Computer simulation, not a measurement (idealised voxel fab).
Presented below is a process module, voxel ribs on slabs.
We display cut, a cross-section 290 nm in width whose square cells are each 5 nm.
Reading order for cross-sections: top band down to bottom band. Underlying form: a grid of square cells. Band size: one or more rows of cells. Top, bottom (nm), then materials left to right with widths (nm); lone material tagged "all across" fills the whole band edge to edge; "air" = empty space. Note: height 0 marks the level under which the wafer is uniformly one material as received. Lowest band unbounded below, written "0 and below". When a width is written as two numbers, as in "30..40", the first number is the width in the top row of cells of the band and the second is the width in its bottom row, and the width changes by the same amount from each row to the next. Step marked "no modifications"? Then no cell in the cross-section changed in it. The label "Fully closed voids" introduces a list of the empty spaces, 8 cells or larger, that have no open way up to the top; each entry in it reads width x height at distance, where the distance is taken from the left edge and all three are stated in nm. Step line, after settings: the simulator's comment on this step. "overlay nm" on a masked step: distance the mask lay right of its planned place, negative for left.

## Steps planned for the process
1) RECEIVE [material Si]
2) DIRECTIONAL_DEP [material SiO2] [thk nm 30]
3) DIRECTIONAL_DEP [material polySi] [thk nm 20]
4) MASKED_ETCH [tone cover] [mask id RIB] [width nm 25] [etch materials polySi] [depth nm 5] [overlay nm 0]
5) PATTERN [tone cover] [mask id SLAB] [material resist] [width nm 55] [thk nm 15] [overlay nm 0]
6) DIRECTIONAL_ETCH [etch materials polySi] [depth nm 15]
7) STRIP [etch materials resist]
8) FILL_DEP [material SiO2] [thk nm 20]
9) CMP [height nm 60]
10) DIRECTIONAL_DEP [material W] [thk nm 5]
11) MASKED_ETCH [tone cover] [mask id HEATER] [width nm 35] [etch materials W] [depth nm 5] [overlay nm 0]
12) CONFORMAL_DEP [material SiN] [thk nm 10]

## As-received wafer cross-section (after step 1)
* 0 and below: Si all across
* Fully closed voids: none

## As-planned run: cross-section of the first of two wafers at end of module
* 75 down to 70: air 115 | SiN 55 | air 120
* 70 down to 65: SiN all across
* 65 down to 60: SiN 125 | W 35 | SiN 130
* 60 down to 50: SiO2 all across
* 50 down to 45: SiO2 130 | polySi 25 | SiO2 135
* 45 down to 30: SiO2 115 | polySi 55 | SiO2 120
* 30 down to 0: SiO2 all across
* 0 and below: Si all across
* Fully closed voids: none

## Second wafer of the two, sectioned at the end of the module. It began like the first and followed the same plan, but one mistake was made while running it
* 65 down to 60: air 125 | W 35 | air 130
* 60 down to 50: SiO2 all across
* 50 down to 45: SiO2 130 | polySi 25 | SiO2 135
* 45 down to 30: SiO2 115 | polySi 55 | SiO2 120
* 30 down to 0: SiO2 all across
* 0 and below: Si all across
* Fully closed voids: none
what went wrong: with respect to the plan, step 12 was omitted and not executed
Count the cells at the end and the second wafer has more or fewer of some materials than the first: SiN: 120 fewer
